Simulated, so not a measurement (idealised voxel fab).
The document below concerns the process module designated voxel capacitor over wiring.
Pictured: cross-section cut, 275 nm wide, on a grid of 5 nm square cells.
Cross-section layout: square cells on a grid; listed as bands, top to bottom; a band spans one or more cell rows. Look at the band entry: it leads with the top's height and the bottom's height in nm. Then it lists the materials left to right, with a width in nm for each. The word "throughout" on a single material says that material fills the band edge to edge. The word "empty" is empty space. It should be noted that heights are counted from 0, beneath which the wafer as supplied is of one material throughout, and that the lowest band possesses no lower boundary but continues downward, as written in "0 nm and below". Top row gets the first number, bottom row gets the second, and each row in between changes by the same step: that is how a band width like "30 to 40" works. Step note "no change" = no cross-section cell changed. What "Enclosed void inventory" gives you is every empty space of 8 cells or more that is cut off from the top. Each appears as width x height at distance, with the distance taken from the left edge and width, height and distance all in nm. Text after the settings on a step's line: the simulator's own remark on that step. Among the settings permitted on a step's line is "overlay nm"; applied to a step with a mask, it specifies the extent to which the mask lay to the right of its planned position, whereas a negative figure signifies a position to the left.
## The planned process steps are enumerated hereunder
1. RECEIVE: material Si
2. CONFORMAL_DEP: material SiO2, thk nm 15
3. CONFORMAL_DEP: material SiCN, thk nm 5
4. DIRECTIONAL_DEP: material lowk, thk nm 25
5. PATTERN: tone open, mask id METAL_1, material resist, width nm 20, pitch nm 80, thk nm 15, overlay nm 0
6. DIRECTIONAL_ETCH: etch materials lowk, depth nm 25
7. DIRECTIONAL_ETCH: etch materials SiCN, depth nm 5
8. STRIP: etch materials resist
9. CONFORMAL_DEP: material TiN, thk nm 5
10. FILL_DEP: material W, thk nm 10
11. CMP: height nm 45
12. EPI: material Ru, thk nm 5
13. FILL_DEP: material SiCN, thk nm 5
14. DIRECTIONAL_DEP: material SiO2, thk nm 10
15. PATTERN: tone open, mask id PLUG_1, material resist, width nm 15, thk nm 15, overlay nm 0
16. DIRECTIONAL_ETCH: etch materials SiO2, depth nm 10
17. DIRECTIONAL_ETCH: etch materials SiCN, depth nm 5
18. STRIP: etch materials resist
19. CONFORMAL_DEP: material TiN, thk nm 5
20. FILL_DEP: material W, thk nm 5
21. CMP: height nm 65
22. DIRECTIONAL_DEP: material TiN, thk nm 5
23. DIRECTIONAL_DEP: material SiN, thk nm 5
24. DIRECTIONAL_DEP: material TiN, thk nm 10
25. DIRECTIONAL_DEP: material aC, thk nm 15
26. PATTERN: tone cover, mask id UPPER_PLATE, material resist, width nm 65, thk nm 30, overlay nm 0
27. DIRECTIONAL_ETCH: etch materials aC, depth nm 15
28. STRIP: etch materials resist
29. DIRECTIONAL_ETCH: etch materials TiN, depth nm 10
30. DIRECTIONAL_ETCH: etch materials SiN, depth nm 5
31. STRIP: etch materials aC
32. PATTERN: tone cover, mask id LOWER_PLATE, material resist, width nm 75, thk nm 15, overlay nm 0
33. DIRECTIONAL_ETCH: etch materials TiN, depth nm 5
34. STRIP: etch materials resist
35. FILL_DEP: material SiO2, thk nm 15
36. CMP: height nm 95
37. MASKED_ETCH: tone open, mask id PLUG_2, width nm 15, etch materials SiO2, depth nm 10, overlay nm 0
38. CONFORMAL_DEP: material TiN, thk nm 5
39. FILL_DEP: material Ru, thk nm 5
40. CMP: height nm 95
41. CONFORMAL_DEP: material SiN, thk nm 5
## The cross-section here shows the wafer as received, i.e. in its state after step 1
* 0 nm and below: Si throughout
* Enclosed void inventory: none
## End-of-module XS, first of two wafers, run as planned
* 100 nm to 95 nm: SiN throughout
* 95 nm to 90 nm: 100 of SiO2  5 of TiN  5 of Ru  5 of TiN  160 of SiO2
* 90 nm to 85 nm: 100 of SiO2  15 of TiN  160 of SiO2
* 85 nm to 75 nm: 90 of SiO2  65 of TiN  120 of SiO2
* 75 nm to 70 nm: 90 of SiO2  65 of SiN  120 of SiO2
* 70 nm to 65 nm: 85 of SiO2  75 of TiN  115 of SiO2
* 65 nm to 55 nm: 90 of SiO2  5 of TiN  5 of W  5 of TiN  170 of SiO2
* 55 nm to 50 nm: 90 of SiCN  15 of TiN  170 of SiCN
* 50 nm to 45 nm: 80 of SiCN  30 of Ru  50 of SiCN  30 of Ru  85 of SiCN
* 45 nm to 20 nm: 85 of lowk  5 of TiN  10 of W  5 of TiN  60 of lowk  5 of TiN  10 of W  5 of TiN  90 of lowk
* 20 nm to 15 nm: 85 of SiCN  20 of TiN  60 of SiCN  20 of TiN  90 of SiCN
* 15 nm to 0 nm: SiO2 throughout
* 0 nm and below: Si throughout
* Enclosed void inventory: none
## Wafer two, end of module, cross-section. Same start, same plan as wafer one. One mistake in the run
* 100 nm to 95 nm: SiN throughout
* 95 nm to 90 nm: 100 of SiO2  5 of TiN  5 of Ru  5 of TiN  160 of SiO2
* 90 nm to 85 nm: 100 of SiO2  15 of TiN  160 of SiO2
* 85 nm to 75 nm: 90 of SiO2  65 of TiN  120 of SiO2
* 75 nm to 70 nm: 90 of SiO2  65 of SiN  120 of SiO2
* 70 nm to 65 nm: 85 of SiO2  75 of TiN  115 of SiO2
* 65 nm to 55 nm: 90 of SiO2  5 of TiN  5 of W  5 of TiN  170 of SiO2
* 55 nm to 50 nm: 90 of SiCN  15 of TiN  170 of SiCN
* 50 nm to 45 nm: 85 of SiCN  30 of Ru  50 of SiCN  30 of Ru  80 of SiCN
* 45 nm to 20 nm: 90 of lowk  5 of TiN  10 of W  5 of TiN  60 of lowk  5 of TiN  10 of W  5 of TiN  85 of lowk
* 20 nm to 15 nm: 90 of SiCN  20 of TiN  60 of SiCN  20 of TiN  85 of SiCN
* 15 nm to 0 nm: SiO2 throughout
* 0 nm and below: Si throughout
* Enclosed void inventory: none
It is concluded that the wafer was processed incorrectly with respect to the plan, in that off-plan run, step 5, actual operation and settings PATTERN: tone open, mask id METAL_1, material resist, width nm 20, pitch nm 80, thk nm 15, overlay nm 5
Same inventory, different map: at the end, the second wafer holds as many cells of each material as the first, placed elsewhere.
